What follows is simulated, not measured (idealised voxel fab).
Process module name: voxel self aligned vias
In the cross-section labelled cut, the width is 215 nm and each square cell is 5 nm.
Cross-section, as written here: a square-cell grid given band by band from the top down, where a band holds one or more rows of cells.
Basically the band line says how high the top is and how high the bottom is, in nm, and then what's in it from left to right, every material with its width in nm. Empty space shows up as "blank", and if a single material carries "everywhere" it runs the full band edge to edge.
Heights are expressed relative to 0, this being the level below which the as-received wafer comprises one material exclusively. The lowest band is unbounded in the downward direction and is denoted as in "0 and below".
Width spec "30 to 40" -> top row of cells at first value, bottom row at second value, equal per-row change in between.
Given "no change" for a step, no cell of the cross-section differs between before and after that step.
Entry "Completely enclosed voids" = empty spaces >= 8 cells with no open way to the top; each as width x height at distance, distance from left edge, all nm.
Past the settings on a step's line: simulator remark, on that step.
On any step carrying a mask, the "overlay nm" setting, if present on the step's line, tells how far right of its planned place the mask lay; negative values point to the left.
# Here's what the planned process steps look like
step 1: RECEIVE [material Si]
step 2: CONFORMAL_DEP [material SiO2] [thk nm 10]
step 3: CONFORMAL_DEP [material SiCN] [thk nm 5]
step 4: DIRECTIONAL_DEP [material lowk] [thk nm 20]
step 5: MASKED_ETCH [tone open] [mask id LINES] [width nm 30] [pitch nm 60] [etch materials lowk] [depth nm 20] [overlay nm 0]
step 6: CONFORMAL_DEP [material TiN] [thk nm 5]
step 7: FILL_DEP [material W] [thk nm 5]
step 8: CMP [height nm 35]
step 9: SELECTIVE_ETCH [etch materials W Ru TiN] [depth nm 10]
step 10: FILL_DEP [material SiN] [thk nm 10]
step 11: CMP [height nm 35]
step 12: DIRECTIONAL_DEP [material lowk] [thk nm 20]
step 13: PATTERN [tone open] [mask id VIAS] [material resist] [width nm 40] [pitch nm 60] [thk nm 15] [overlay nm 0]
step 14: DIRECTIONAL_ETCH [etch materials lowk] [depth nm 20]
step 15: DIRECTIONAL_ETCH [etch materials SiN] [depth nm 10]
step 16: STRIP [etch materials resist]
step 17: CONFORMAL_DEP [material TiN] [thk nm 5]
step 18: FILL_DEP [material Cu] [thk nm 10]
step 19: CMP [height nm 55]
step 20: CONFORMAL_DEP [material SiCN] [thk nm 5]
The plan's step 3 thk nm is the first wafer's value; the wafers differ in this setting and start identical.
# first wafer as received, after step 1
	0 and below = Si everywhere
	Completely enclosed voids: none
# Depicted here is the first of several wafers in cross-section, at module completion following the last step, step 20
	60 down to 55 = SiCN everywhere
	55 down to 40 = lowk 25 nm | TiN 5 nm | Cu 30 nm | TiN 5 nm | lowk 20 nm | TiN 5 nm | Cu 30 nm | TiN 5 nm | lowk 20 nm | TiN 5 nm | Cu 30 nm | TiN 5 nm | lowk 30 nm
	40 down to 30 = lowk 25 to 30 nm | TiN 10 to 5 nm | Cu 20 nm | TiN 10 to 5 nm | lowk 20 to 30 nm | TiN 10 to 5 nm | Cu 20 nm | TiN 10 to 5 nm | lowk 20 to 30 nm | TiN 10 to 5 nm | Cu 20 nm | TiN 10 to 5 nm | lowk 30 to 35 nm
	30 down to 25 = lowk 30 nm | TiN 30 nm | lowk 30 nm | TiN 30 nm | lowk 30 nm | TiN 30 nm | lowk 35 nm
	25 down to 20 = lowk 30 nm | TiN 5 nm | W 20 nm | TiN 5 nm | lowk 30 nm | TiN 5 nm | W 20 nm | TiN 5 nm | lowk 30 nm | TiN 5 nm | W 20 nm | TiN 5 nm | lowk 35 nm
	20 down to 15 = lowk 30 nm | TiN 30 nm | lowk 30 nm | TiN 30 nm | lowk 30 nm | TiN 30 nm | lowk 35 nm
	15 down to 10 = SiCN everywhere
	10 down to 0 = SiO2 everywhere
	0 and below = Si everywhere
	Completely enclosed voids: none
# Showing the last wafer in cross-section at the end of the module
	60 down to 55 = SiCN everywhere
	55 down to 40 = lowk 25 nm | TiN 5 nm | Cu 30 nm | TiN 5 nm | lowk 20 nm | TiN 5 nm | Cu 30 nm | TiN 5 nm | lowk 20 nm | TiN 5 nm | Cu 30 nm | TiN 5 nm | lowk 30 nm
	40 down to 35 = lowk 25 nm | TiN 10 nm | Cu 20 nm | TiN 10 nm | lowk 20 nm | TiN 10 nm | Cu 20 nm | TiN 10 nm | lowk 20 nm | TiN 10 nm | Cu 20 nm | TiN 10 nm | lowk 30 nm
	35 down to 30 = lowk 30 nm | TiN 30 nm | lowk 30 nm | TiN 30 nm | lowk 30 nm | TiN 30 nm | lowk 35 nm
	30 down to 10 = SiCN everywhere
	10 down to 0 = SiO2 everywhere
	0 and below = Si everywhere
	Completely enclosed voids: none
# Below, a row for every wafer. Read it as the end-of-module picture: for each material the wafer shows its cells gained (+) or lost (-) since it was received, and then its closed voids
thk nm 5 | +78 Cu | +86 SiCN | +86 SiO2 | +78 TiN | +12 W | +176 lowk | Completely enclosed voids: none
thk nm 10 | +78 Cu | +129 SiCN | +86 SiO2 | +72 TiN | +151 lowk | Completely enclosed voids: none
thk nm 15 | +78 Cu | +172 SiCN | +86 SiO2 | +54 TiN | +126 lowk | Completely enclosed voids: none
thk nm 20 | +66 Cu | +215 SiCN | +86 SiO2 | +48 TiN | +101 lowk | Completely enclosed voids: none
